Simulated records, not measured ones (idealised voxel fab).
process module | voxel self aligned vias
cross-section cut | 255 nm wide | cells 5 nm
A cross-section is a grid of square cells, given in bands from the top down. A band is one or more rows of cells.
Each band's line starts with the height of the band's top and of its bottom, in nm. Then come its materials from left to right, each with its width in nm. One material with "throughout" fills the band from edge to edge. "air" is empty space.
Height 0 is the level under which the wafer as received is all one material. The lowest band goes on downwards, as in "0 down".
A width such as "30 to 40" changes by the same amount from each row of cells to the next, from the band's top row to its bottom row.
"no change" after a step means that no cell of the cross-section changed.
closed voids: empty space of 8 cells or more with no open way to the top, each as width x height at its distance from the left edge, in nm
after a step's settings: what the simulator itself notes on the step
overlay nm, on a step with a mask: how far to the right of its planned place the mask lay; to the left if negative
plan
1 op RECEIVE | material Si
2 op CONFORMAL_DEP | material SiO2 | thk nm 10
3 op CONFORMAL_DEP | material SiCN | thk nm 5
4 op DIRECTIONAL_DEP | material lowk | thk nm 25
5 op PATTERN | tone open | mask id LINES | material resist | width nm 25 | pitch nm 55 | thk nm 20 | overlay nm 0
6 op DIRECTIONAL_ETCH | etch materials lowk | depth nm 25
7 op STRIP | etch materials resist
8 op CONFORMAL_DEP | material TiN | thk nm 5
9 op FILL_DEP | material Ru | thk nm 10
10 op CMP | height nm 40
11 op SELECTIVE_ETCH | etch materials W Ru TiN | depth nm 5
12 op FILL_DEP | material SiN | thk nm 10
13 op CMP | height nm 40
14 op DIRECTIONAL_DEP | material lowk | thk nm 15
15 op DIRECTIONAL_DEP | material aC | thk nm 15
16 op PATTERN | tone open | mask id VIAS | material resist | width nm 35 | pitch nm 55 | thk nm 30 | overlay nm 0
17 op DIRECTIONAL_ETCH | etch materials aC | depth nm 15
18 op STRIP | etch materials resist
19 op DIRECTIONAL_ETCH | etch materials lowk | depth nm 15
20 op DIRECTIONAL_ETCH | etch materials SiN | depth nm 5
21 op STRIP | etch materials aC
22 op CONFORMAL_DEP | material TiN | thk nm 5
23 op FILL_DEP | material Cu | thk nm 10
24 op CMP | height nm 55
25 op CONFORMAL_DEP | material SiCN | thk nm 5
as received, after step 1
  0 down: Si throughout
  closed voids: none
a wafer at the end: this start, this plan, one mistake
  60 to 55: SiCN throughout
  55 to 40: lowk 85 | TiN 5 | Cu 15 | TiN 5 | lowk 30 | TiN 5 | Cu 15 | TiN 5 | lowk 90
  40 to 35: lowk 85 | TiN 25 | lowk 30 | TiN 25 | lowk 90
  35 to 20: lowk 85 | TiN 5 | Ru 15 | TiN 5 | lowk 30 | TiN 5 | Ru 15 | TiN 5 | lowk 90
  20 to 15: lowk 85 | TiN 25 | lowk 30 | TiN 25 | lowk 90
  15 to 10: SiCN throughout
  10 to 0: SiO2 throughout
  0 down: Si throughout
  closed voids: none
what went wrong: step 16 ran as: op PATTERN | tone open | mask id VIAS | material resist | width nm 25 | pitch nm 55 | thk nm 30 | overlay nm 0
